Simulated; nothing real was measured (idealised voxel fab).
Process module, titled voxel wiring stack
Shown is cross-section cut, with a width of 180 nm and square cells of size 5 nm.
The cross-sections in this document take the form of a grid made of square cells. They are written out as bands, in order from top to bottom. Each band consists of one or more rows of cells. This entry defines a band. It first specifies the height of the band's top and the height of its bottom in nm, and then specifies the band's materials from left to right, stating each material with its width in nm. The word "throughout" identifies a single material that fills the band from edge to edge, while the word "blank" identifies empty space. It should be noted that heights are counted from 0, beneath which the wafer as supplied is of one material throughout, and that the lowest band possesses no lower boundary but continues downward, as written in "z 0 and below". Top row gets the first number, bottom row gets the second, and each row in between changes by the same step: that is how a band width like "30..40" works. When a step is marked "no modifications", none of the cells in the cross-section changed during that step. Under "Fully enclosed voids" you'll find the enclosed gaps, the ones with no way out to the top, that are 8 cells or bigger; each reads width x height at distance, with distance counted from the left edge, everything in nm. Heads up: the bit after the settings on a step's line is the simulator's remark on that step. Steps that use a mask can have "overlay nm" on their line. It says how far the mask sat to the right of where it was meant to be. Negative means to the left.
So here's the lineup of process steps we planned
| 1 | RECEIVE [material Si] |
| 2 | CONFORMAL_DEP [material SiO2] [thk nm 10] |
| 3 | DIRECTIONAL_DEP [material TiN] [thk nm 5] |
| 4 | DIRECTIONAL_DEP [material Ru] [thk nm 15] |
| 5 | DIRECTIONAL_DEP [material aC] [thk nm 15] |
| 6 | PATTERN [tone cover] [mask id METAL_1] [material resist] [width nm 20] [pitch nm 50] [thk nm 35] [overlay nm 0] |
| 7 | DIRECTIONAL_ETCH [etch materials aC] [depth nm 15] |
| 8 | STRIP [etch materials resist] |
| 9 | DIRECTIONAL_ETCH [etch materials Ru] [depth nm 15] |
| 10 | DIRECTIONAL_ETCH [etch materials TiN] [depth nm 5] |
| 11 | STRIP [etch materials aC] |
| 12 | FILL_DEP [material SiO2] [thk nm 10] |
| 13 | CMP [height nm 30] |
| 14 | CONFORMAL_DEP [material SiCN] [thk nm 5] |
| 15 | DIRECTIONAL_DEP [material lowk] [thk nm 15] |
| 16 | MASKED_ETCH [tone open] [mask id PLUG_1] [width nm 15] [pitch nm 100] [etch materials lowk] [depth nm 15] [overlay nm 0] |
| 17 | MASKED_ETCH [tone open] [mask id PLUG_1] [width nm 15] [pitch nm 100] [etch materials SiCN] [depth nm 5] [overlay nm 0] |
| 18 | CONFORMAL_DEP [material TiN] [thk nm 5] |
| 19 | FILL_DEP [material Cu] [thk nm 10] |
| 20 | CMP [height nm 50] |
| 21 | CONFORMAL_DEP [material SiCN] [thk nm 5] |
| 22 | DIRECTIONAL_DEP [material SiO2] [thk nm 15] |
| 23 | MASKED_ETCH [tone open] [mask id METAL_2] [width nm 20] [pitch nm 50] [etch materials SiO2] [depth nm 15] [overlay nm 0] |
| 24 | MASKED_ETCH [tone open] [mask id METAL_2] [width nm 20] [pitch nm 50] [etch materials SiCN] [depth nm 5] [overlay nm 0] |
| 25 | CONFORMAL_DEP [material TiN] [thk nm 5] |
| 26 | FILL_DEP [material Ru] [thk nm 5] |
| 27 | CMP [height nm 70] |
| 28 | CONFORMAL_DEP [material SiCN] [thk nm 5] |
| 29 | DIRECTIONAL_DEP [material SiO2] [thk nm 15] |
| 30 | MASKED_ETCH [tone open] [mask id PLUG_2] [width nm 15] [pitch nm 100] [etch materials SiO2] [depth nm 15] [overlay nm 0] |
| 31 | MASKED_ETCH [tone open] [mask id PLUG_2] [width nm 15] [pitch nm 100] [etch materials SiCN] [depth nm 5] [overlay nm 0] |
| 32 | EPI [material Ru] [thk nm 10] |
| 33 | EPI [material Ru] [thk nm 10] |
| 34 | CONFORMAL_DEP [material SiN] [thk nm 5] |
| 35 | DIRECTIONAL_DEP [material lowk] [thk nm 15] |
| 36 | MASKED_ETCH [tone open] [mask id METAL_3] [width nm 20] [pitch nm 50] [etch materials lowk] [depth nm 15] [overlay nm 0] |
| 37 | MASKED_ETCH [tone open] [mask id METAL_3] [width nm 20] [pitch nm 50] [etch materials SiN] [depth nm 5] [overlay nm 0] |
| 38 | CONFORMAL_DEP [material TiN] [thk nm 5] |
| 39 | FILL_DEP [material Cu] [thk nm 10] |
| 40 | CMP [height nm 110] |
| 41 | EPI [material Ru] [thk nm 5] |
| 42 | FILL_DEP [material SiCN] [thk nm 5] |
| 43 | DIRECTIONAL_DEP [material SiO2] [thk nm 25] |
| 44 | MASKED_ETCH [tone open] [mask id METAL_4] [width nm 20] [pitch nm 50] [etch materials SiO2] [depth nm 15] [overlay nm 0] |
| 45 | MASKED_ETCH [tone open] [mask id METAL_4_HOLES] [width nm 15] [pitch nm 50] [etch materials SiO2] [depth nm 10] [overlay nm 0] |
| 46 | MASKED_ETCH [tone open] [mask id METAL_4_HOLES] [width nm 15] [pitch nm 50] [etch materials SiCN] [depth nm 5] [overlay nm 0] |
| 47 | CONFORMAL_DEP [material TiN] [thk nm 5] |
| 48 | FILL_DEP [material Cu] [thk nm 10] |
| 49 | CMP [height nm 145] |
| 50 | CONFORMAL_DEP [material SiN] [thk nm 5] |
Wafer, first of two, run as planned
Shown in cross-section is the wafer as received, that is, as it stands after step 1
* z 0 and below = Si throughout
* Fully enclosed voids: none
You're looking at a cross-section of the wafer after step 2
* z 10 to 0 = SiO2 throughout
* Everything under 0 stays put, no change at all.
You're looking at a cross-section of the wafer after step 3
* z 15 to 10 = TiN throughout
* Everything under 10 stays put, no change at all.
You're looking at a cross-section of the wafer after step 4
* z 30 to 15 = Ru throughout
* Everything under 15 stays put, no change at all.
You're looking at a cross-section of the wafer after step 5
* z 45 to 30 = aC throughout
* Everything under 30 stays put, no change at all.
You're looking at a cross-section of the wafer after step 6
* z 80 to 45 = blank: 30, resist: 20, blank: 30, resist: 20, blank: 30, resist: 20, blank: 30
* Everything under 45 stays put, no change at all.
You're looking at a cross-section of the wafer after step 7
* z 65 to 45 = blank: 30, resist: 20, blank: 30, resist: 20, blank: 30, resist: 20, blank: 30
* z 45 to 30 = blank: 30, aC: 20, blank: 30, aC: 20, blank: 30, aC: 20, blank: 30
* Everything under 30 stays put, no change at all.
You're looking at a cross-section of the wafer after step 8
* z 45 to 30 = blank: 30, aC: 20, blank: 30, aC: 20, blank: 30, aC: 20, blank: 30
* Everything under 30 stays put, no change at all.
You're looking at a cross-section of the wafer after step 9
* z 45 to 30 = blank: 30, aC: 20, blank: 30, aC: 20, blank: 30, aC: 20, blank: 30
* z 30 to 15 = blank: 30, Ru: 20, blank: 30, Ru: 20, blank: 30, Ru: 20, blank: 30
* Everything under 15 stays put, no change at all.
You're looking at a cross-section of the wafer after step 10
* z 45 to 30 = blank: 30, aC: 20, blank: 30, aC: 20, blank: 30, aC: 20, blank: 30
* z 30 to 15 = blank: 30, Ru: 20, blank: 30, Ru: 20, blank: 30, Ru: 20, blank: 30
* z 15 to 10 = blank: 30, TiN: 20, blank: 30, TiN: 20, blank: 30, TiN: 20, blank: 30
* Everything under 10 stays put, no change at all.
You're looking at a cross-section of the wafer after step 11
* z 30 to 15 = blank: 30, Ru: 20, blank: 30, Ru: 20, blank: 30, Ru: 20, blank: 30
* Everything under 15 stays put, no change at all.
You're looking at a cross-section of the wafer after step 12
* z 40 to 30 = SiO2 throughout
* z 30 to 15 = SiO2: 30, Ru: 20, SiO2: 30, Ru: 20, SiO2: 30, Ru: 20, SiO2: 30
* z 15 to 10 = SiO2: 30, TiN: 20, SiO2: 30, TiN: 20, SiO2: 30, TiN: 20, SiO2: 30
* Everything under 10 stays put, no change at all.
You're looking at a cross-section of the wafer after step 13
* z 30 to 15 = SiO2: 30, Ru: 20, SiO2: 30, Ru: 20, SiO2: 30, Ru: 20, SiO2: 30
* Everything under 15 stays put, no change at all.
You're looking at a cross-section of the wafer after step 14
* z 35 to 30 = SiCN throughout
* Everything under 30 stays put, no change at all.
You're looking at a cross-section of the wafer after step 15
* z 50 to 35 = lowk throughout
* Everything under 35 stays put, no change at all.
You're looking at a cross-section of the wafer after step 16
* z 50 to 35 = lowk: 30, blank: 15, lowk: 85, blank: 15, lowk: 35
* Everything under 35 stays put, no change at all.
You're looking at a cross-section of the wafer after step 17
* z 50 to 35 = lowk: 30, blank: 15, lowk: 85, blank: 15, lowk: 35
* z 35 to 30 = SiCN: 30, blank: 15, SiCN: 85, blank: 15, SiCN: 35
* Everything under 30 stays put, no change at all.
You're looking at a cross-section of the wafer after step 18
* z 55 to 50 = TiN: 35, blank: 5, TiN: 95, blank: 5, TiN: 40
* z 50 to 35 = lowk: 30, TiN: 5, blank: 5, TiN: 5, lowk: 85, TiN: 5, blank: 5, TiN: 5, lowk: 35
* z 35 to 30 = SiCN: 30, TiN: 15, SiCN: 85, TiN: 15, SiCN: 35
* Everything under 30 stays put, no change at all.
You're looking at a cross-section of the wafer after step 19
* z 65 to 55 = Cu throughout
* z 55 to 50 = TiN: 35, Cu: 5, TiN: 95, Cu: 5, TiN: 40
* z 50 to 35 = lowk: 30, TiN: 5, Cu: 5, TiN: 5, lowk: 85, TiN: 5, Cu: 5, TiN: 5, lowk: 35
* Everything under 35 stays put, no change at all.
You're looking at a cross-section of the wafer after step 20
* z 50 to 35 = lowk: 30, TiN: 5, Cu: 5, TiN: 5, lowk: 85, TiN: 5, Cu: 5, TiN: 5, lowk: 35
* Everything under 35 stays put, no change at all.
You're looking at a cross-section of the wafer after step 21
* z 55 to 50 = SiCN throughout
* Everything under 50 stays put, no change at all.
You're looking at a cross-section of the wafer after step 22
* z 70 to 55 = SiO2 throughout
* Everything under 55 stays put, no change at all.
You're looking at a cross-section of the wafer after step 23
* z 70 to 55 = SiO2: 30, blank: 20, SiO2: 30, blank: 20, SiO2: 30, blank: 20, SiO2: 30
* Everything under 55 stays put, no change at all.
You're looking at a cross-section of the wafer after step 24
* z 70 to 55 = SiO2: 30, blank: 20, SiO2: 30, blank: 20, SiO2: 30, blank: 20, SiO2: 30
* z 55 to 50 = SiCN: 30, blank: 20, SiCN: 30, blank: 20, SiCN: 30, blank: 20, SiCN: 30
* Everything under 50 stays put, no change at all.
You're looking at a cross-section of the wafer after step 25
* z 75 to 70 = TiN: 35, blank: 10, TiN: 40, blank: 10, TiN: 40, blank: 10, TiN: 35
* z 70 to 55 = SiO2: 30, TiN: 5, blank: 10, TiN: 5, SiO2: 30, TiN: 5, blank: 10, TiN: 5, SiO2: 30, TiN: 5, blank: 10, TiN: 5, SiO2: 30
* z 55 to 50 = SiCN: 30, TiN: 20, SiCN: 30, TiN: 20, SiCN: 30, TiN: 20, SiCN: 30
* Everything under 50 stays put, no change at all.
You're looking at a cross-section of the wafer after step 26
* z 80 to 75 = Ru throughout
* z 75 to 70 = TiN: 35, Ru: 10, TiN: 40, Ru: 10, TiN: 40, Ru: 10, TiN: 35
* z 70 to 55 = SiO2: 30, TiN: 5, Ru: 10, TiN: 5, SiO2: 30, TiN: 5, Ru: 10, TiN: 5, SiO2: 30, TiN: 5, Ru: 10, TiN: 5, SiO2: 30
* Everything under 55 stays put, no change at all.
You're looking at a cross-section of the wafer after step 27
* z 70 to 55 = SiO2: 30, TiN: 5, Ru: 10, TiN: 5, SiO2: 30, TiN: 5, Ru: 10, TiN: 5, SiO2: 30, TiN: 5, Ru: 10, TiN: 5, SiO2: 30
* Everything under 55 stays put, no change at all.
You're looking at a cross-section of the wafer after step 28
* z 75 to 70 = SiCN throughout
* Everything under 70 stays put, no change at all.
You're looking at a cross-section of the wafer after step 29
* z 90 to 75 = SiO2 throughout
* Everything under 75 stays put, no change at all.
You're looking at a cross-section of the wafer after step 30
* z 90 to 75 = SiO2: 30, blank: 15, SiO2: 85, blank: 15, SiO2: 35
* Everything under 75 stays put, no change at all.
You're looking at a cross-section of the wafer after step 31
* z 90 to 75 = SiO2: 30, blank: 15, SiO2: 85, blank: 15, SiO2: 35
* z 75 to 70 = SiCN: 30, blank: 15, SiCN: 85, blank: 15, SiCN: 35
* Everything under 70 stays put, no change at all.
You're looking at a cross-section of the wafer after step 32
* z 90 to 80 = SiO2: 30, blank: 15, SiO2: 85, blank: 15, SiO2: 35
* z 80 to 75 = SiO2: 30, Ru: 15, SiO2: 85, Ru: 15, SiO2: 35
* z 75 to 70 = SiCN: 30, Ru: 15, SiCN: 85, Ru: 15, SiCN: 35
* Everything under 70 stays put, no change at all.
You're looking at a cross-section of the wafer after step 33
* z 90 to 75 = SiO2: 30, Ru: 15, SiO2: 85, Ru: 15, SiO2: 35
* Everything under 75 stays put, no change at all.
You're looking at a cross-section of the wafer after step 34
* z 95 to 90 = SiN throughout
* Everything under 90 stays put, no change at all.
You're looking at a cross-section of the wafer after step 35
* z 110 to 95 = lowk throughout
* Everything under 95 stays put, no change at all.
You're looking at a cross-section of the wafer after step 36
* z 110 to 95 = lowk: 30, blank: 20, lowk: 30, blank: 20, lowk: 30, blank: 20, lowk: 30
* Everything under 95 stays put, no change at all.
You're looking at a cross-section of the wafer after step 37
* z 110 to 95 = lowk: 30, blank: 20, lowk: 30, blank: 20, lowk: 30, blank: 20, lowk: 30
* z 95 to 90 = SiN: 30, blank: 20, SiN: 30, blank: 20, SiN: 30, blank: 20, SiN: 30
* Everything under 90 stays put, no change at all.
You're looking at a cross-section of the wafer after step 38
* z 115 to 110 = TiN: 35, blank: 10, TiN: 40, blank: 10, TiN: 40, blank: 10, TiN: 35
* z 110 to 95 = lowk: 30, TiN: 5, blank: 10, TiN: 5, lowk: 30, TiN: 5, blank: 10, TiN: 5, lowk: 30, TiN: 5, blank: 10, TiN: 5, lowk: 30
* z 95 to 90 = SiN: 30, TiN: 20, SiN: 30, TiN: 20, SiN: 30, TiN: 20, SiN: 30
* Everything under 90 stays put, no change at all.
You're looking at a cross-section of the wafer after step 39
* z 125 to 115 = Cu throughout
* z 115 to 110 = TiN: 35, Cu: 10, TiN: 40, Cu: 10, TiN: 40, Cu: 10, TiN: 35
* z 110 to 95 = lowk: 30, TiN: 5, Cu: 10, TiN: 5, lowk: 30, TiN: 5, Cu: 10, TiN: 5, lowk: 30, TiN: 5, Cu: 10, TiN: 5, lowk: 30
* Everything under 95 stays put, no change at all.
You're looking at a cross-section of the wafer after step 40
* z 110 to 95 = lowk: 30, TiN: 5, Cu: 10, TiN: 5, lowk: 30, TiN: 5, Cu: 10, TiN: 5, lowk: 30, TiN: 5, Cu: 10, TiN: 5, lowk: 30
* Everything under 95 stays put, no change at all.
You're looking at a cross-section of the wafer after step 41
* z 115 to 110 = blank: 25, Ru: 30, blank: 20, Ru: 30, blank: 20, Ru: 30, blank: 25
* Everything under 110 stays put, no change at all.
You're looking at a cross-section of the wafer after step 42
* z 120 to 115 = SiCN throughout
* z 115 to 110 = SiCN: 25, Ru: 30, SiCN: 20, Ru: 30, SiCN: 20, Ru: 30, SiCN: 25
* Everything under 110 stays put, no change at all.
You're looking at a cross-section of the wafer after step 43
* z 145 to 120 = SiO2 throughout
* Everything under 120 stays put, no change at all.
You're looking at a cross-section of the wafer after step 44
* z 145 to 130 = SiO2: 30, blank: 20, SiO2: 30, blank: 20, SiO2: 30, blank: 20, SiO2: 30
* Everything under 130 stays put, no change at all.
You're looking at a cross-section of the wafer after step 45
* z 145 to 130 = SiO2: 30, blank: 20, SiO2: 30, blank: 20, SiO2: 30, blank: 20, SiO2: 30
* z 130 to 120 = SiO2: 30, blank: 15, SiO2: 35, blank: 15, SiO2: 35, blank: 15, SiO2: 35
* Everything under 120 stays put, no change at all.
You're looking at a cross-section of the wafer after step 46
* z 145 to 130 = SiO2: 30, blank: 20, SiO2: 30, blank: 20, SiO2: 30, blank: 20, SiO2: 30
* z 130 to 120 = SiO2: 30, blank: 15, SiO2: 35, blank: 15, SiO2: 35, blank: 15, SiO2: 35
* z 120 to 115 = SiCN: 30, blank: 15, SiCN: 35, blank: 15, SiCN: 35, blank: 15, SiCN: 35
* Everything under 115 stays put, no change at all.
You're looking at a cross-section of the wafer after step 47
* z 150 to 145 = TiN: 35, blank: 10, TiN: 40, blank: 10, TiN: 40, blank: 10, TiN: 35
* z 145 to 135 = SiO2: 30, TiN: 5, blank: 10, TiN: 5, SiO2: 30, TiN: 5, blank: 10, TiN: 5, SiO2: 30, TiN: 5, blank: 10, TiN: 5, SiO2: 30
* z 135 to 130 = SiO2: 30, TiN: 5, blank: 5, TiN: 10, SiO2: 30, TiN: 5, blank: 5, TiN: 10, SiO2: 30, TiN: 5, blank: 5, TiN: 10, SiO2: 30
* z 130 to 120 = SiO2: 30, TiN: 5, blank: 5, TiN: 5, SiO2: 35, TiN: 5, blank: 5, TiN: 5, SiO2: 35, TiN: 5, blank: 5, TiN: 5, SiO2: 35
* z 120 to 115 = SiCN: 30, TiN: 15, SiCN: 35, TiN: 15, SiCN: 35, TiN: 15, SiCN: 35
* Everything under 115 stays put, no change at all.
You're looking at a cross-section of the wafer after step 48
* z 160 to 150 = Cu throughout
* z 150 to 145 = TiN: 35, Cu: 10, TiN: 40, Cu: 10, TiN: 40, Cu: 10, TiN: 35
* z 145 to 135 = SiO2: 30, TiN: 5, Cu: 10, TiN: 5, SiO2: 30, TiN: 5, Cu: 10, TiN: 5, SiO2: 30, TiN: 5, Cu: 10, TiN: 5, SiO2: 30
* z 135 to 130 = SiO2: 30, TiN: 5, Cu: 5, TiN: 10, SiO2: 30, TiN: 5, Cu: 5, TiN: 10, SiO2: 30, TiN: 5, Cu: 5, TiN: 10, SiO2: 30
* z 130 to 120 = SiO2: 30, TiN: 5, Cu: 5, TiN: 5, SiO2: 35, TiN: 5, Cu: 5, TiN: 5, SiO2: 35, TiN: 5, Cu: 5, TiN: 5, SiO2: 35
* Everything under 120 stays put, no change at all.
You're looking at a cross-section of the wafer after step 49
* z 145 to 135 = SiO2: 30, TiN: 5, Cu: 10, TiN: 5, SiO2: 30, TiN: 5, Cu: 10, TiN: 5, SiO2: 30, TiN: 5, Cu: 10, TiN: 5, SiO2: 30
* Everything under 135 stays put, no change at all.
You're looking at a cross-section of the wafer after step 50
* z 150 to 145 = SiN throughout
* Everything under 145 stays put, no change at all.
Okay, second wafer. Nothing different at the start, nothing different in the plan, just one mistake somewhere in the running. As far as step 28, counting that step, it's the first wafer all over again
Second wafer, sectioned view, at step 29's planned end time
* z 105 to 75 = SiO2 throughout
* Everything under 75 stays put, no change at all.
Second wafer, sectioned view, at step 30's planned end time
* z 105 to 90 = SiO2: 30, blank: 15, SiO2: 85, blank: 15, SiO2: 35
* Everything under 90 stays put, no change at all.
Second wafer, sectioned view, at step 31's planned end time: no modifications
Second wafer, sectioned view, at step 32's planned end time: no modifications
Second wafer, sectioned view, at step 33's planned end time: no modifications
Second wafer, sectioned view, at step 34's planned end time
* z 110 to 105 = SiN: 35, blank: 5, SiN: 95, blank: 5, SiN: 40
* z 105 to 95 = SiO2: 30, SiN: 5, blank: 5, SiN: 5, SiO2: 85, SiN: 5, blank: 5, SiN: 5, SiO2: 35
* z 95 to 90 = SiO2: 30, SiN: 15, SiO2: 85, SiN: 15, SiO2: 35
* Everything under 90 stays put, no change at all.
Second wafer, sectioned view, at step 35's planned end time
* z 125 to 110 = lowk: 35, blank: 5, lowk: 95, blank: 5, lowk: 40
* z 110 to 105 = SiN: 35, lowk: 5, SiN: 95, lowk: 5, SiN: 40
* z 105 to 95 = SiO2: 30, SiN: 5, lowk: 5, SiN: 5, SiO2: 85, SiN: 5, lowk: 5, SiN: 5, SiO2: 35
* Everything under 95 stays put, no change at all.
Second wafer, sectioned view, at step 36's planned end time
* z 125 to 110 = lowk: 30, blank: 20, lowk: 30, blank: 20, lowk: 30, blank: 20, lowk: 30
* z 110 to 105 = SiN: 35, blank: 5, SiN: 95, blank: 5, SiN: 40
* z 105 to 95 = SiO2: 30, SiN: 5, blank: 5, SiN: 5, SiO2: 85, SiN: 5, blank: 5, SiN: 5, SiO2: 35
* Everything under 95 stays put, no change at all.
Second wafer, sectioned view, at step 37's planned end time
* z 125 to 110 = lowk: 30, blank: 20, lowk: 30, blank: 20, lowk: 30, blank: 20, lowk: 30
* z 110 to 105 = SiN: 30, blank: 20, SiN: 30, blank: 20, SiN: 30, blank: 20, SiN: 30
* z 105 to 90 = SiO2: 30, SiN: 5, blank: 5, SiN: 5, SiO2: 85, SiN: 5, blank: 5, SiN: 5, SiO2: 35
* Everything under 90 stays put, no change at all.
Second wafer, sectioned view, at step 38's planned end time
* z 130 to 125 = TiN: 35, blank: 10, TiN: 40, blank: 10, TiN: 40, blank: 10, TiN: 35
* z 125 to 110 = lowk: 30, TiN: 5, blank: 10, TiN: 5, lowk: 30, TiN: 5, blank: 10, TiN: 5, lowk: 30, TiN: 5, blank: 10, TiN: 5, lowk: 30
* z 110 to 105 = SiN: 30, TiN: 20, SiN: 30, TiN: 20, SiN: 30, TiN: 20, SiN: 30
* z 105 to 90 = SiO2: 30, SiN: 5, TiN: 5, SiN: 5, SiO2: 85, SiN: 5, TiN: 5, SiN: 5, SiO2: 35
* Everything under 90 stays put, no change at all.
Second wafer, sectioned view, at step 39's planned end time
* z 140 to 130 = Cu throughout
* z 130 to 125 = TiN: 35, Cu: 10, TiN: 40, Cu: 10, TiN: 40, Cu: 10, TiN: 35
* z 125 to 110 = lowk: 30, TiN: 5, Cu: 10, TiN: 5, lowk: 30, TiN: 5, Cu: 10, TiN: 5, lowk: 30, TiN: 5, Cu: 10, TiN: 5, lowk: 30
* Everything under 110 stays put, no change at all.
Second wafer, sectioned view, at step 40's planned end time
* z 110 to 105 = SiN: 30, TiN: 20, SiN: 30, TiN: 20, SiN: 30, TiN: 20, SiN: 30
* Everything under 105 stays put, no change at all.
Second wafer, sectioned view, at step 41's planned end time
* z 115 to 110 = blank: 25, Ru: 30, blank: 20, Ru: 30, blank: 20, Ru: 30, blank: 25
* Everything under 110 stays put, no change at all.
Second wafer, sectioned view, at step 42's planned end time
* z 120 to 115 = SiCN throughout
* z 115 to 110 = SiCN: 25, Ru: 30, SiCN: 20, Ru: 30, SiCN: 20, Ru: 30, SiCN: 25
* Everything under 110 stays put, no change at all.
Second wafer, sectioned view, at step 43's planned end time
* z 145 to 120 = SiO2 throughout
* Everything under 120 stays put, no change at all.
Second wafer, sectioned view, at step 44's planned end time
* z 145 to 130 = SiO2: 30, blank: 20, SiO2: 30, blank: 20, SiO2: 30, blank: 20, SiO2: 30
* Everything under 130 stays put, no change at all.
Second wafer, sectioned view, at step 45's planned end time
* z 145 to 130 = SiO2: 30, blank: 20, SiO2: 30, blank: 20, SiO2: 30, blank: 20, SiO2: 30
* z 130 to 120 = SiO2: 30, blank: 15, SiO2: 35, blank: 15, SiO2: 35, blank: 15, SiO2: 35
* Everything under 120 stays put, no change at all.
Second wafer, sectioned view, at step 46's planned end time
* z 145 to 130 = SiO2: 30, blank: 20, SiO2: 30, blank: 20, SiO2: 30, blank: 20, SiO2: 30
* z 130 to 120 = SiO2: 30, blank: 15, SiO2: 35, blank: 15, SiO2: 35, blank: 15, SiO2: 35
* z 120 to 115 = SiCN: 30, blank: 15, SiCN: 35, blank: 15, SiCN: 35, blank: 15, SiCN: 35
* Everything under 115 stays put, no change at all.
Second wafer, sectioned view, at step 47's planned end time
* z 150 to 145 = TiN: 35, blank: 10, TiN: 40, blank: 10, TiN: 40, blank: 10, TiN: 35
* z 145 to 135 = SiO2: 30, TiN: 5, blank: 10, TiN: 5, SiO2: 30, TiN: 5, blank: 10, TiN: 5, SiO2: 30, TiN: 5, blank: 10, TiN: 5, SiO2: 30
* z 135 to 130 = SiO2: 30, TiN: 5, blank: 5, TiN: 10, SiO2: 30, TiN: 5, blank: 5, TiN: 10, SiO2: 30, TiN: 5, blank: 5, TiN: 10, SiO2: 30
* z 130 to 120 = SiO2: 30, TiN: 5, blank: 5, TiN: 5, SiO2: 35, TiN: 5, blank: 5, TiN: 5, SiO2: 35, TiN: 5, blank: 5, TiN: 5, SiO2: 35
* z 120 to 115 = SiCN: 30, TiN: 15, SiCN: 35, TiN: 15, SiCN: 35, TiN: 15, SiCN: 35
* Everything under 115 stays put, no change at all.
Second wafer, sectioned view, at step 48's planned end time
* z 160 to 150 = Cu throughout
* z 150 to 145 = TiN: 35, Cu: 10, TiN: 40, Cu: 10, TiN: 40, Cu: 10, TiN: 35
* z 145 to 135 = SiO2: 30, TiN: 5, Cu: 10, TiN: 5, SiO2: 30, TiN: 5, Cu: 10, TiN: 5, SiO2: 30, TiN: 5, Cu: 10, TiN: 5, SiO2: 30
* z 135 to 130 = SiO2: 30, TiN: 5, Cu: 5, TiN: 10, SiO2: 30, TiN: 5, Cu: 5, TiN: 10, SiO2: 30, TiN: 5, Cu: 5, TiN: 10, SiO2: 30
* z 130 to 120 = SiO2: 30, TiN: 5, Cu: 5, TiN: 5, SiO2: 35, TiN: 5, Cu: 5, TiN: 5, SiO2: 35, TiN: 5, Cu: 5, TiN: 5, SiO2: 35
* Everything under 120 stays put, no change at all.
Second wafer, sectioned view, at step 49's planned end time
* z 145 to 135 = SiO2: 30, TiN: 5, Cu: 10, TiN: 5, SiO2: 30, TiN: 5, Cu: 10, TiN: 5, SiO2: 30, TiN: 5, Cu: 10, TiN: 5, SiO2: 30
* Everything under 135 stays put, no change at all.
Second wafer, sectioned view, at step 50's planned end time
* z 150 to 145 = SiN throughout
* Everything under 145 stays put, no change at all.
Processing error: step 29 of the plan was twice carried out
Final difference in cells, second wafer against first, listed per material as more or fewer: Cu -18 | Ru -24 | SiCN +6 | SiN +12 | SiO2 +108 | TiN -12 | lowk -72
